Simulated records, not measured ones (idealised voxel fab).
Proc. module: voxel capacitor over wiring
For reference, the cross-section in this document is cut, with width 240 nm and square cells of 5 nm.
The cross-sections in this document take the form of a grid made of square cells. They are written out as bands, in order from top to bottom. Each band consists of one or more rows of cells. A band entry consists of two parts. The first gives the height of the band's top and the height of its bottom, in nm. The rest lists the band's materials from left to right, each with its width in nm. A single material labelled with the word "full width" fills the band from edge to edge, and the word "empty" marks empty space. The level at which height equals 0 is the one under which the wafer, as it arrives, is entirely one material. No lower edge exists for the bottom band, which continues downward and is notated as in "0 and below". Graded width ("30->40"): value in top row of band = first number; value in bottom row = second number; row-to-row change constant. Given "nothing different" for a step, no cell of the cross-section differs between before and after that step. Under "Sealed cavities" you'll find the enclosed gaps, the ones with no way out to the top, that are 8 cells or bigger; each reads width x height at distance, with distance counted from the left edge, everything in nm. Formally, on a step line, whatever follows the settings is a remark that the simulator itself makes on the step. Regarding "overlay nm": on a step with a mask, it is the distance the mask lay to the right of its planned place; a negative value places it to the left. Before/after cross-section pairs, one process step each; after shown to lowest changed band; step and settings beneath. Pairs may be from different runs of this module on the same starting wafer; a pair continues from the one above only where its "Pre-step" entry says so.

[Pre-step]
- 95 down to 90: TiN: 90  empty: 5  TiN: 145
- 90 down to 85: SiO2: 85  TiN: 5  empty: 5  TiN: 5  SiO2: 140
- 85 down to 80: SiO2: 85  TiN: 15  SiO2: 140
- 80 down to 70: SiO2: 75  TiN: 65  SiO2: 100
- 70 down to 65: SiO2: 70  TiN: 75  SiO2: 95
- 65 down to 60: Al2O3 full width
- 60 down to 50: SiO2: 75  Ru: 15  SiO2: 150
- 50 down to 45: SiCN: 75  Ru: 15  SiCN: 150
- 45 down to 20: lowk: 65  SiN: 5  W: 20  SiN: 5  lowk: 50  SiN: 5  W: 20  SiN: 5  lowk: 65
- 20 down to 15: SiN: 70  TiN: 20  SiN: 60  TiN: 20  SiN: 70
- 15 down to 0: SiO2 full width
- 0 and below: Si full width
- Sealed cavities: none

[Result of Step]
- 105 down to 95: Cu full width
- 95 down to 90: TiN: 90  Cu: 5  TiN: 145
- 90 down to 85: SiO2: 85  TiN: 5  Cu: 5  TiN: 5  SiO2: 140
- Everything under 85 stays put, no change at all.
- Sealed cavities: none
The cross-sections above show the structure before and after this step: FILL_DEP [material Cu] [thk nm 10]

Pre-step: as shown after the step in the preceding pair, directly above.

[Result of Step]
- 90 down to 85: SiO2: 85  TiN: 5  Cu: 5  TiN: 5  SiO2: 140
- Everything under 85 stays put, no change at all.
- Sealed cavities: none
The cross-sections above show the structure before and after this step: CMP [height nm 90]

Pre-step: as shown after the step in the preceding pair, directly above.

[Result of Step]
- 95 down to 90: SiN full width
- Everything under 90 stays put, no change at all.
- Sealed cavities: none
The cross-sections above show the structure before and after this step: CONFORMAL_DEP [material SiN] [thk nm 5]

[Pre-step]
- 50 down to 45: SiCN full width
- 45 down to 20: lowk: 65  SiN: 5  W: 20  SiN: 5  lowk: 50  SiN: 5  W: 20  SiN: 5  lowk: 65
- 20 down to 15: SiN: 70  TiN: 20  SiN: 60  TiN: 20  SiN: 70
- 15 down to 0: SiO2 full width
- 0 and below: Si full width
- Sealed cavities: none

[Result of Step]
- 65 down to 50: SiO2 full width
- Everything under 50 stays put, no change at all.
- Sealed cavities: none
The cross-sections above show the structure before and after this step: DIRECTIONAL_DEP [material SiO2] [thk nm 15]

Pre-step: as shown after the step in the preceding pair, directly above.

[Result of Step]
- 65 down to 55: SiO2: 75  empty: 15  SiO2: 150
- Everything under 55 stays put, no change at all.
- Sealed cavities: none
The cross-sections above show the structure before and after this step: MASKED_ETCH [tone open] [mask id PLUG_1] [width nm 15] [etch materials SiO2] [depth nm 10] [overlay nm 0]

Pre-step: as shown after the step in the preceding pair, directly above.

[Result of Step]
- 70 down to 65: TiN: 75  empty: 15  TiN: 150
- 65 down to 60: SiO2: 75  empty: 15  SiO2: 150
- 60 down to 55: SiO2: 75  TiN: 15  SiO2: 150
- Everything under 55 stays put, no change at all.
- Sealed cavities: none
The cross-sections above show the structure before and after this step: DIRECTIONAL_DEP [material TiN] [thk nm 5]

Pre-step: as shown after the step in the preceding pair, directly above.

[Result of Step]
- 75 down to 70: Al2O3: 75  empty: 15  Al2O3: 150
- 70 down to 65: TiN: 75  empty: 15  TiN: 150
- 65 down to 60: SiO2: 75  Al2O3: 15  SiO2: 150
- Everything under 60 stays put, no change at all.
- Sealed cavities: none
The cross-sections above show the structure before and after this step: DIRECTIONAL_DEP [material Al2O3] [thk nm 5]

Pre-step: as shown after the step in the preceding pair, directly above.

[Result of Step]
- 85 down to 75: TiN: 75  empty: 15  TiN: 150
- 75 down to 70: Al2O3: 75  TiN: 15  Al2O3: 150
- 70 down to 65: TiN full width
- Everything under 65 stays put, no change at all.
- Sealed cavities: none
The cross-sections above show the structure before and after this step: DIRECTIONAL_DEP [material TiN] [thk nm 10]

Pre-step: as shown after the step in the preceding pair, directly above.

[Result of Step]
- 105 down to 85: empty: 75  resist: 65  empty: 100
- 85 down to 75: TiN: 75  resist: 15  TiN: 150
- Everything under 75 stays put, no change at all.
- Sealed cavities: none
The cross-sections above show the structure before and after this step: PATTERN [tone cover] [mask id UPPER_PLATE] [material resist] [width nm 65] [thk nm 20] [overlay nm 0]

Pre-step: as shown after the step in the preceding pair, directly above.

[Result of Step]
- 105 down to 85: empty: 75  resist: 65  empty: 100
- 85 down to 75: empty: 75  resist: 15  TiN: 50  empty: 100
- Everything under 75 stays put, no change at all.
- Sealed cavities: none
The cross-sections above show the structure before and after this step: DIRECTIONAL_ETCH [etch materials TiN] [depth nm 10]

Pre-step: as shown after the step in the preceding pair, directly above.

[Result of Step]
- 105 down to 85: empty: 75  resist: 65  empty: 100
- 85 down to 75: empty: 75  resist: 15  TiN: 50  empty: 100
- 75 down to 70: empty: 75  TiN: 15  Al2O3: 50  empty: 100
- Everything under 70 stays put, no change at all.
- Sealed cavities: none
The cross-sections above show the structure before and after this step: DIRECTIONAL_ETCH [etch materials Al2O3] [depth nm 5]

Pre-step: as shown after the step in the preceding pair, directly above.

[Result of Step]
- 85 down to 75: empty: 90  TiN: 50  empty: 100
- Everything under 75 stays put, no change at all.
- Sealed cavities: none
The cross-sections above show the structure before and after this step: STRIP [etch materials resist]

Pre-step: as shown after the step in the preceding pair, directly above.

[Result of Step]
- 100 down to 85: empty: 70  resist: 75  empty: 95
- 85 down to 75: empty: 70  resist: 20  TiN: 50  resist: 5  empty: 95
- 75 down to 70: empty: 70  resist: 5  TiN: 15  Al2O3: 50  resist: 5  empty: 95
- Everything under 70 stays put, no change at all.
- Sealed cavities: none
The cross-sections above show the structure before and after this step: PATTERN [tone cover] [mask id LOWER_PLATE] [material resist] [width nm 75] [thk nm 15] [overlay nm 0]

Pre-step: as shown after the step in the preceding pair, directly above.

[Result of Step]
- 100 down to 85: empty: 70  resist: 75  empty: 95
- 85 down to 75: empty: 70  resist: 20  TiN: 50  resist: 5  empty: 95
- 75 down to 70: empty: 70  resist: 5  TiN: 15  Al2O3: 50  resist: 5  empty: 95
- 70 down to 65: empty: 70  TiN: 75  empty: 95
- Everything under 65 stays put, no change at all.
- Sealed cavities: none
The cross-sections above show the structure before and after this step: DIRECTIONAL_ETCH [etch materials TiN] [depth nm 5]

Pre-step: as shown after the step in the preceding pair, directly above.

[Result of Step]
- 85 down to 75: empty: 90  TiN: 50  empty: 100
- 75 down to 70: empty: 75  TiN: 15  Al2O3: 50  empty: 100
- Everything under 70 stays put, no change at all.
- Sealed cavities: none
The cross-sections above show the structure before and after this step: STRIP [etch materials resist]

Pre-step: as shown after the step in the preceding pair, directly above.

[Result of Step]
- 100 down to 85: SiO2 full width
- 85 down to 75: SiO2: 90  TiN: 50  SiO2: 100
- 75 down to 70: SiO2: 75  TiN: 15  Al2O3: 50  SiO2: 100
- 70 down to 65: SiO2: 70  TiN: 75  SiO2: 95
- Everything under 65 stays put, no change at all.
- Sealed cavities: none
The cross-sections above show the structure before and after this step: FILL_DEP [material SiO2] [thk nm 15]

Pre-step: as shown after the step in the preceding pair, directly above.

[Result of Step]
- 90 down to 85: SiO2 full width
- Everything under 85 stays put, no change at all.
- Sealed cavities: none
The cross-sections above show the structure before and after this step: CMP [height nm 90]

Pre-step: as shown after the step in the preceding pair, directly above.

[Result of Step]
- 110 down to 90: resist: 85  empty: 15  resist: 140
- Everything under 90 stays put, no change at all.
- Sealed cavities: none
The cross-sections above show the structure before and after this step: PATTERN [tone open] [mask id PLUG_2] [material resist] [width nm 15] [thk nm 20] [overlay nm 0]

Pre-step: as shown after the step in the preceding pair, directly above.

[Result of Step]
- 110 down to 90: resist: 85  empty: 15  resist: 140
- 90 down to 85: SiO2: 85  empty: 15  SiO2: 140
- 85 down to 80: SiO2: 85  empty: 5  TiN: 50  SiO2: 100
- Everything under 80 stays put, no change at all.
- Sealed cavities: none
The cross-sections above show the structure before and after this step: DIRECTIONAL_ETCH [etch materials SiO2] [depth nm 10]

Pre-step: as shown after the step in the preceding pair, directly above.

[Result of Step]
- 90 down to 85: SiO2: 85  empty: 15  SiO2: 140
- Everything under 85 stays put, no change at all.
- Sealed cavities: none
The cross-sections above show the structure before and after this step: STRIP [etch materials resist]

Pre-step: as shown after the step in the preceding pair, directly above.

[Result of Step]
- 95 down to 90: TiN: 90  empty: 5  TiN: 145
- 90 down to 80: SiO2: 85  TiN: 15->55  SiO2: 140->100
- Everything under 80 stays put, no change at all.
- Sealed cavities: none
The cross-sections above show the structure before and after this step: CONFORMAL_DEP [material TiN] [thk nm 5]

Pre-step: as shown after the step in the preceding pair, directly above.

[Result of Step]
- 105 down to 95: Cu full width
- 95 down to 90: TiN: 90  Cu: 5  TiN: 145
- Everything under 90 stays put, no change at all.
- Sealed cavities: none
The cross-sections above show the structure before and after this step: FILL_DEP [material Cu] [thk nm 10]

Pre-step: as shown after the step in the preceding pair, directly above.

[Result of Step]
- 90 down to 80: SiO2: 85  TiN: 15->55  SiO2: 140->100
- Everything under 80 stays put, no change at all.
- Sealed cavities: none
The cross-sections above show the structure before and after this step: CMP [height nm 90]

Pre-step: as shown after the step in the preceding pair, directly above.

[Result of Step]
- 95 down to 90: SiN full width
- Everything under 90 stays put, no change at all.
- Sealed cavities: none
The cross-sections above show the structure before and after this step: CONFORMAL_DEP [material SiN] [thk nm 5]

[Pre-step]
- 80 down to 70: empty: 75  TiN: 65  empty: 100
- 70 down to 65: empty: 75  Al2O3: 65  empty: 100
- 65 down to 60: TiN full width
- 60 down to 50: SiO2: 75  Ru: 15  SiO2: 150
- 50 down to 45: SiCN: 75  Ru: 15  SiCN: 150
- 45 down to 20: lowk: 65  SiN: 5  W: 20  SiN: 5  lowk: 50  SiN: 5  W: 20  SiN: 5  lowk: 65
- 20 down to 15: SiN: 70  TiN: 20  SiN: 60  TiN: 20  SiN: 70
- 15 down to 0: SiO2 full width
- 0 and below: Si full width
- Sealed cavities: none

[Result of Step]
- 95 down to 80: empty: 65  resist: 85  empty: 90
- 80 down to 70: empty: 65  resist: 10  TiN: 65  resist: 10  empty: 90
- 70 down to 65: empty: 65  resist: 10  Al2O3: 65  resist: 10  empty: 90
- Everything under 65 stays put, no change at all.
- Sealed cavities: none
The cross-sections above show the structure before and after this step: PATTERN [tone cover] [mask id LOWER_PLATE] [material resist] [width nm 85] [thk nm 15] [overlay nm 0]

Pre-step: as shown after the step in the preceding pair, directly above.

[Result of Step]
- 95 down to 80: empty: 65  resist: 85  empty: 90
- 80 down to 70: empty: 65  resist: 10  TiN: 65  resist: 10  empty: 90
- 70 down to 65: empty: 65  resist: 10  Al2O3: 65  resist: 10  empty: 90
- 65 down to 60: empty: 65  TiN: 85  empty: 90
- Everything under 60 stays put, no change at all.
- Sealed cavities: none
The cross-sections above show the structure before and after this step: DIRECTIONAL_ETCH [etch materials TiN] [depth nm 5]

Pre-step: as shown after the step in the preceding pair, directly above.

[Result of Step]
- 80 down to 70: empty: 75  TiN: 65  empty: 100
- 70 down to 65: empty: 75  Al2O3: 65  empty: 100
- Everything under 65 stays put, no change at all.
- Sealed cavities: none
The cross-sections above show the structure before and after this step: STRIP [etch materials resist]

Pre-step: as shown after the step in the preceding pair, directly above.

[Result of Step]
- 95 down to 80: SiO2 full width
- 80 down to 70: SiO2: 75  TiN: 65  SiO2: 100
- 70 down to 65: SiO2: 75  Al2O3: 65  SiO2: 100
- 65 down to 60: SiO2: 65  TiN: 85  SiO2: 90
- Everything under 60 stays put, no change at all.
- Sealed cavities: none
The cross-sections above show the structure before and after this step: FILL_DEP [material SiO2] [thk nm 15]

Pre-step: as shown after the step in the preceding pair, directly above.

[Result of Step]
- 90 down to 80: SiO2 full width
- Everything under 80 stays put, no change at all.
- Sealed cavities: none
The cross-sections above show the structure before and after this step: CMP [height nm 90]

Pre-step: as shown after the step in the preceding pair, directly above.

[Result of Step]
- 110 down to 90: resist: 85  empty: 15  resist: 140
- Everything under 90 stays put, no change at all.
- Sealed cavities: none
The cross-sections above show the structure before and after this step: PATTERN [tone open] [mask id PLUG_2] [material resist] [width nm 15] [thk nm 20] [overlay nm 0]

Pre-step: as shown after the step in the preceding pair, directly above.

[Result of Step]
- 110 down to 90: resist: 85  empty: 15  resist: 140
- 90 down to 80: SiO2: 85  empty: 15  SiO2: 140
- Everything under 80 stays put, no change at all.
- Sealed cavities: none
The cross-sections above show the structure before and after this step: DIRECTIONAL_ETCH [etch materials SiO2] [depth nm 10]

Pre-step: as shown after the step in the preceding pair, directly above.

[Result of Step]
- 90 down to 80: SiO2: 85  empty: 15  SiO2: 140
- Everything under 80 stays put, no change at all.
- Sealed cavities: none
The cross-sections above show the structure before and after this step: STRIP [etch materials resist]

Pre-step: as shown after the step in the preceding pair, directly above.

[Result of Step]
- 95 down to 90: TiN: 90  empty: 5  TiN: 145
- 90 down to 85: SiO2: 85  TiN: 5  empty: 5  TiN: 5  SiO2: 140
- 85 down to 80: SiO2: 85  TiN: 15  SiO2: 140
- Everything under 80 stays put, no change at all.
- Sealed cavities: none
The cross-sections above show the structure before and after this step: CONFORMAL_DEP [material TiN] [thk nm 5]

Pre-step: as shown after the step in the preceding pair, directly above.

[Result of Step]
- 105 down to 95: Cu full width
- 95 down to 90: TiN: 90  Cu: 5  TiN: 145
- 90 down to 85: SiO2: 85  TiN: 5  Cu: 5  TiN: 5  SiO2: 140
- Everything under 85 stays put, no change at all.
- Sealed cavities: none
The cross-sections above show the structure before and after this step: FILL_DEP [material Cu] [thk nm 10]

Pre-step: as shown after the step in the preceding pair, directly above.

[Result of Step]
- 90 down to 85: SiO2: 85  TiN: 5  Cu: 5  TiN: 5  SiO2: 140
- Everything under 85 stays put, no change at all.
- Sealed cavities: none
The cross-sections above show the structure before and after this step: CMP [height nm 90]

Pre-step: as shown after the step in the preceding pair, directly above.

[Result of Step]
- 95 down to 90: SiN full width
- Everything under 90 stays put, no change at all.
- Sealed cavities: none
The cross-sections above show the structure before and after this step: CONFORMAL_DEP [material SiN] [thk nm 5]

[Pre-step]
- 45 down to 20: empty: 70  W: 20  empty: 60  W: 20  empty: 70
- 20 down to 15: TiN full width
- 15 down to 0: SiO2 full width
- 0 and below: Si full width
- Sealed cavities: none

[Result of Step]
- 45 down to 20: empty: 70  W: 20  empty: 60  W: 20  empty: 70
- 20 down to 15: empty: 65  TiN: 25  empty: 55  TiN: 25  empty: 70
- Everything under 15 stays put, no change at all.
- Sealed cavities: none
The cross-sections above show the structure before and after this step: MASKED_ETCH [tone cover] [mask id METAL_1] [width nm 20] [pitch nm 80] [etch materials TiN] [depth nm 5] [overlay nm -5]

Pre-step: as shown after the step in the preceding pair, directly above.

[Result of Step]
- 50 down to 45: empty: 65  SiN: 30  empty: 50  SiN: 30  empty: 65
- 45 down to 25: empty: 65  SiN: 5  W: 20  SiN: 5  empty: 50  SiN: 5  W: 20  SiN: 5  empty: 65
- 25 down to 20: empty: 60  SiN: 10  W: 20  SiN: 5  empty: 45  SiN: 10  W: 20  SiN: 5  empty: 65
- 20 down to 15: SiN: 65  TiN: 25  SiN: 55  TiN: 25  SiN: 70
- Everything under 15 stays put, no change at all.
- Sealed cavities: none
The cross-sections above show the structure before and after this step: CONFORMAL_DEP [material SiN] [thk nm 5]

Pre-step: as shown after the step in the preceding pair, directly above.

[Result of Step]
- 60 down to 50: lowk full width
- 50 down to 45: lowk: 65  SiN: 30  lowk: 50  SiN: 30  lowk: 65
- 45 down to 25: lowk: 65  SiN: 5  W: 20  SiN: 5  lowk: 50  SiN: 5  W: 20  SiN: 5  lowk: 65
- 25 down to 20: lowk: 60  SiN: 10  W: 20  SiN: 5  lowk: 45  SiN: 10  W: 20  SiN: 5  lowk: 65
- Everything under 20 stays put, no change at all.
- Sealed cavities: none
The cross-sections above show the structure before and after this step: FILL_DEP [material lowk] [thk nm 10]

Pre-step: as shown after the step in the preceding pair, directly above.

[Result of Step]
- 45 down to 25: lowk: 65  SiN: 5  W: 20  SiN: 5  lowk: 50  SiN: 5  W: 20  SiN: 5  lowk: 65
- Everything under 25 stays put, no change at all.
- Sealed cavities: none
The cross-sections above show the structure before and after this step: CMP [height nm 45]

Pre-step: as shown after the step in the preceding pair, directly above.

[Result of Step]
- 50 down to 45: SiCN full width
- Everything under 45 stays put, no change at all.
- Sealed cavities: none
The cross-sections above show the structure before and after this step: CONFORMAL_DEP [material SiCN] [thk nm 5]

Pre-step: as shown after the step in the preceding pair, directly above.

[Result of Step]
- 60 down to 50: SiO2 full width
- Everything under 50 stays put, no change at all.
- Sealed cavities: none
The cross-sections above show the structure before and after this step: DIRECTIONAL_DEP [material SiO2] [thk nm 10]

Pre-step: as shown after the step in the preceding pair, directly above.

[Result of Step]
- 60 down to 50: SiO2: 75  empty: 15  SiO2: 150
- Everything under 50 stays put, no change at all.
- Sealed cavities: none
The cross-sections above show the structure before and after this step: MASKED_ETCH [tone open] [mask id PLUG_1] [width nm 15] [etch materials SiO2] [depth nm 10] [overlay nm 0]

Pre-step: as shown after the step in the preceding pair, directly above.

[Result of Step]
- 60 down to 50: SiO2: 75  empty: 15  SiO2: 150
- 50 down to 45: SiCN: 75  empty: 15  SiCN: 150
- Everything under 45 stays put, no change at all.
- Sealed cavities: none
The cross-sections above show the structure before and after this step: MASKED_ETCH [tone open] [mask id PLUG_1] [width nm 15] [etch materials SiCN] [depth nm 5] [overlay nm 0]

Pre-step: as shown after the step in the preceding pair, directly above.

[Result of Step]
- 60 down to 55: SiO2: 75  empty: 15  SiO2: 150
- 55 down to 50: SiO2: 75  Ru: 15  SiO2: 150
- 50 down to 45: SiCN: 75  Ru: 15  SiCN: 150
- Everything under 45 stays put, no change at all.
- Sealed cavities: none
The cross-sections above show the structure before and after this step: EPI [material Ru] [thk nm 10]

Pre-step: as shown after the step in the preceding pair, directly above.

[Result of Step]
- 60 down to 50: SiO2: 75  Ru: 15  SiO2: 150
- Everything under 50 stays put, no change at all.
- Sealed cavities: none
The cross-sections above show the structure before and after this step: EPI [material Ru] [thk nm 5]

Pre-step: as shown after the step in the preceding pair, directly above.

[Result of Step]
- 65 down to 60: TiN full width
- Everything under 60 stays put, no change at all.
- Sealed cavities: none
The cross-sections above show the structure before and after this step: DIRECTIONAL_DEP [material TiN] [thk nm 5]

Pre-step: as shown after the step in the preceding pair, directly above.

[Result of Step]
- 70 down to 65: Al2O3 full width
- Everything under 65 stays put, no change at all.
- Sealed cavities: none
The cross-sections above show the structure before and after this step: DIRECTIONAL_DEP [material Al2O3] [thk nm 5]

Pre-step: as shown after the step in the preceding pair, directly above.

[Result of Step]
- 80 down to 70: TiN full width
- Everything under 70 stays put, no change at all.
- Sealed cavities: none
The cross-sections above show the structure before and after this step: DIRECTIONAL_DEP [material TiN] [thk nm 10]

Pre-step: as shown after the step in the preceding pair, directly above.

[Result of Step]
- 100 down to 80: empty: 75  resist: 65  empty: 100
- Everything under 80 stays put, no change at all.
- Sealed cavities: none
The cross-sections above show the structure before and after this step: PATTERN [tone cover] [mask id UPPER_PLATE] [material resist] [width nm 65] [thk nm 20] [overlay nm 0]

Pre-step: as shown after the step in the preceding pair, directly above.

[Result of Step]
- 100 down to 80: empty: 75  resist: 65  empty: 100
- 80 down to 70: empty: 75  TiN: 65  empty: 100
- Everything under 70 stays put, no change at all.
- Sealed cavities: none
The cross-sections above show the structure before and after this step: DIRECTIONAL_ETCH [etch materials TiN] [depth nm 10]

Pre-step: as shown after the step in the preceding pair, directly above.

[Result of Step]
- 100 down to 80: empty: 75  resist: 65  empty: 100
- 80 down to 70: empty: 75  TiN: 65  empty: 100
- 70 down to 65: empty: 75  Al2O3: 65  empty: 100
- Everything under 65 stays put, no change at all.
- Sealed cavities: none
The cross-sections above show the structure before and after this step: DIRECTIONAL_ETCH [etch materials Al2O3] [depth nm 5]

Pre-step: as shown after the step in the preceding pair, directly above.

[Result of Step]
- 80 down to 70: empty: 75  TiN: 65  empty: 100
- Everything under 70 stays put, no change at all.
- Sealed cavities: none
The cross-sections above show the structure before and after this step: STRIP [etch materials resist]

Pre-step: as shown after the step in the preceding pair, directly above.

[Result of Step]
- 95 down to 80: empty: 70  resist: 75  empty: 95
- 80 down to 70: empty: 70  resist: 5  TiN: 65  resist: 5  empty: 95
- 70 down to 65: empty: 70  resist: 5  Al2O3: 65  resist: 5  empty: 95
- Everything under 65 stays put, no change at all.
- Sealed cavities: none
The cross-sections above show the structure before and after this step: PATTERN [tone cover] [mask id LOWER_PLATE] [material resist] [width nm 75] [thk nm 15] [overlay nm 0]

Pre-step: as shown after the step in the preceding pair, directly above.

[Result of Step]
- 95 down to 80: empty: 70  resist: 75  empty: 95
- 80 down to 70: empty: 70  resist: 5  TiN: 65  resist: 5  empty: 95
- 70 down to 65: empty: 70  resist: 5  Al2O3: 65  resist: 5  empty: 95
- 65 down to 60: empty: 70  TiN: 75  empty: 95
- Everything under 60 stays put, no change at all.
- Sealed cavities: none
The cross-sections above show the structure before and after this step: DIRECTIONAL_ETCH [etch materials TiN] [depth nm 5]

Pre-step: as shown after the step in the preceding pair, directly above.

[Result of Step]
- 80 down to 70: empty: 75  TiN: 65  empty: 100
- 70 down to 65: empty: 75  Al2O3: 65  empty: 100
- Everything under 65 stays put, no change at all.
- Sealed cavities: none
The cross-sections above show the structure before and after this step: STRIP [etch materials resist]

Pre-step: as shown after the step in the preceding pair, directly above.

[Result of Step]
- 95 down to 80: SiO2 full width
- 80 down to 70: SiO2: 75  TiN: 65  SiO2: 100
- 70 down to 65: SiO2: 75  Al2O3: 65  SiO2: 100
- 65 down to 60: SiO2: 70  TiN: 75  SiO2: 95
- Everything under 60 stays put, no change at all.
- Sealed cavities: none
The cross-sections above show the structure before and after this step: FILL_DEP [material SiO2] [thk nm 15]

Pre-step: as shown after the step in the preceding pair, directly above.

[Result of Step]
- 90 down to 80: SiO2 full width
- Everything under 80 stays put, no change at all.
- Sealed cavities: none
The cross-sections above show the structure before and after this step: CMP [height nm 90]

Pre-step: as shown after the step in the preceding pair, directly above.

[Result of Step]
- 110 down to 90: resist: 85  empty: 15  resist: 140
- Everything under 90 stays put, no change at all.
- Sealed cavities: none
The cross-sections above show the structure before and after this step: PATTERN [tone open] [mask id PLUG_2] [material resist] [width nm 15] [thk nm 20] [overlay nm 0]

Pre-step: as shown after the step in the preceding pair, directly above.

[Result of Step]
- 110 down to 90: resist: 85  empty: 15  resist: 140
- 90 down to 80: SiO2: 85  empty: 15  SiO2: 140
- Everything under 80 stays put, no change at all.
- Sealed cavities: none
The cross-sections above show the structure before and after this step: DIRECTIONAL_ETCH [etch materials SiO2] [depth nm 10]

Pre-step: as shown after the step in the preceding pair, directly above.

[Result of Step]
- 90 down to 80: SiO2: 85  empty: 15  SiO2: 140
- Everything under 80 stays put, no change at all.
- Sealed cavities: none
The cross-sections above show the structure before and after this step: STRIP [etch materials resist]

Pre-step: as shown after the step in the preceding pair, directly above.

[Result of Step]
- 95 down to 90: TiN: 90  empty: 5  TiN: 145
- 90 down to 85: SiO2: 85  TiN: 5  empty: 5  TiN: 5  SiO2: 140
- 85 down to 80: SiO2: 85  TiN: 15  SiO2: 140
- Everything under 80 stays put, no change at all.
- Sealed cavities: none
The cross-sections above show the structure before and after this step: CONFORMAL_DEP [material TiN] [thk nm 5]

Pre-step: as shown after the step in the preceding pair, directly above.

[Result of Step]
- 105 down to 95: Cu full width
- 95 down to 90: TiN: 90  Cu: 5  TiN: 145
- 90 down to 85: SiO2: 85  TiN: 5  Cu: 5  TiN: 5  SiO2: 140
- Everything under 85 stays put, no change at all.
- Sealed cavities: none
The cross-sections above show the structure before and after this step: FILL_DEP [material Cu] [thk nm 10]

Pre-step: as shown after the step in the preceding pair, directly above.

[Result of Step]
- 90 down to 85: SiO2: 85  TiN: 5  Cu: 5  TiN: 5  SiO2: 140
- Everything under 85 stays put, no change at all.
- Sealed cavities: none
The cross-sections above show the structure before and after this step: CMP [height nm 90]

Pre-step: as shown after the step in the preceding pair, directly above.

[Result of Step]
- 95 down to 90: SiN full width
- Everything under 90 stays put, no change at all.
- Sealed cavities: none
The cross-sections above show the structure before and after this step: CONFORMAL_DEP [material SiN] [thk nm 5]

[Pre-step]
- 50 down to 45: SiCN full width
- 45 down to 20: lowk: 65  SiN: 5  W: 20  SiN: 5  lowk: 50  SiN: 5  W: 20  SiN: 5  lowk: 65
- 20 down to 15: SiN: 70  TiN: 20  SiN: 60  TiN: 20  SiN: 70
- 15 down to 0: SiO2 full width
- 0 and below: Si full width
- Sealed cavities: none

[Result of Step]
- 60 down to 50: TiN full width
- Everything under 50 stays put, no change at all.
- Sealed cavities: none
The cross-sections above show the structure before and after this step: DIRECTIONAL_DEP [material TiN] [thk nm 10]

Pre-step: as shown after the step in the preceding pair, directly above.

[Result of Step]
- 70 down to 60: Ru full width
- Everything under 60 stays put, no change at all.
- Sealed cavities: none
The cross-sections above show the structure before and after this step: EPI [material Ru] [thk nm 10]

Pre-step: as shown after the step in the preceding pair, directly above.

[Result of Step]
- 75 down to 60: Ru full width
- Everything under 60 stays put, no change at all.
- Sealed cavities: none
The cross-sections above show the structure before and after this step: EPI [material Ru] [thk nm 5]

Pre-step: as shown after the step in the preceding pair, directly above.

[Result of Step]
- 80 down to 75: TiN full width
- Everything under 75 stays put, no change at all.
- Sealed cavities: none
The cross-sections above show the structure before and after this step: DIRECTIONAL_DEP [material TiN] [thk nm 5]

Pre-step: as shown after the step in the preceding pair, directly above.

[Result of Step]
- 85 down to 80: Al2O3 full width
- Everything under 80 stays put, no change at all.
- Sealed cavities: none
The cross-sections above show the structure before and after this step: DIRECTIONAL_DEP [material Al2O3] [thk nm 5]

Pre-step: as shown after the step in the preceding pair, directly above.

[Result of Step]
- 95 down to 85: TiN full width
- Everything under 85 stays put, no change at all.
- Sealed cavities: none
The cross-sections above show the structure before and after this step: DIRECTIONAL_DEP [material TiN] [thk nm 10]

Pre-step: as shown after the step in the preceding pair, directly above.

[Result of Step]
- 115 down to 95: empty: 75  resist: 65  empty: 100
- Everything under 95 stays put, no change at all.
- Sealed cavities: none
The cross-sections above show the structure before and after this step: PATTERN [tone cover] [mask id UPPER_PLATE] [material resist] [width nm 65] [thk nm 20] [overlay nm 0]

Pre-step: as shown after the step in the preceding pair, directly above.

[Result of Step]
- 115 down to 95: empty: 75  resist: 65  empty: 100
- 95 down to 85: empty: 75  TiN: 65  empty: 100
- Everything under 85 stays put, no change at all.
- Sealed cavities: none
The cross-sections above show the structure before and after this step: DIRECTIONAL_ETCH [etch materials TiN] [depth nm 10]

Pre-step: as shown after the step in the preceding pair, directly above.

[Result of Step]
- 115 down to 95: empty: 75  resist: 65  empty: 100
- 95 down to 85: empty: 75  TiN: 65  empty: 100
- 85 down to 80: empty: 75  Al2O3: 65  empty: 100
- Everything under 80 stays put, no change at all.
- Sealed cavities: none
The cross-sections above show the structure before and after this step: DIRECTIONAL_ETCH [etch materials Al2O3] [depth nm 5]

Pre-step: as shown after the step in the preceding pair, directly above.

[Result of Step]
- 95 down to 85: empty: 75  TiN: 65  empty: 100
- Everything under 85 stays put, no change at all.
- Sealed cavities: none
The cross-sections above show the structure before and after this step: STRIP [etch materials resist]

Pre-step: as shown after the step in the preceding pair, directly above.

[Result of Step]
- 110 down to 95: empty: 70  resist: 75  empty: 95
- 95 down to 85: empty: 70  resist: 5  TiN: 65  resist: 5  empty: 95
- 85 down to 80: empty: 70  resist: 5  Al2O3: 65  resist: 5  empty: 95
- Everything under 80 stays put, no change at all.
- Sealed cavities: none
The cross-sections above show the structure before and after this step: PATTERN [tone cover] [mask id LOWER_PLATE] [material resist] [width nm 75] [thk nm 15] [overlay nm 0]

Pre-step: as shown after the step in the preceding pair, directly above.

[Result of Step]
- 110 down to 95: empty: 70  resist: 75  empty: 95
- 95 down to 85: empty: 70  resist: 5  TiN: 65  resist: 5  empty: 95
- 85 down to 80: empty: 70  resist: 5  Al2O3: 65  resist: 5  empty: 95
- 80 down to 75: empty: 70  TiN: 75  empty: 95
- Everything under 75 stays put, no change at all.
- Sealed cavities: none
The cross-sections above show the structure before and after this step: DIRECTIONAL_ETCH [etch materials TiN] [depth nm 5]

Pre-step: as shown after the step in the preceding pair, directly above.

[Result of Step]
- 95 down to 85: empty: 75  TiN: 65  empty: 100
- 85 down to 80: empty: 75  Al2O3: 65  empty: 100
- Everything under 80 stays put, no change at all.
- Sealed cavities: none
The cross-sections above show the structure before and after this step: STRIP [etch materials resist]

Pre-step: as shown after the step in the preceding pair, directly above.

[Result of Step]
- 110 down to 95: SiO2 full width
- 95 down to 85: SiO2: 75  TiN: 65  SiO2: 100
- 85 down to 80: SiO2: 75  Al2O3: 65  SiO2: 100
- 80 down to 75: SiO2: 70  TiN: 75  SiO2: 95
- Everything under 75 stays put, no change at all.
- Sealed cavities: none
The cross-sections above show the structure before and after this step: FILL_DEP [material SiO2] [thk nm 15]

Pre-step: as shown after the step in the preceding pair, directly above.

[Result of Step]
- 90 down to 85: SiO2: 75  TiN: 65  SiO2: 100
- Everything under 85 stays put, no change at all.
- Sealed cavities: none
The cross-sections above show the structure before and after this step: CMP [height nm 90]
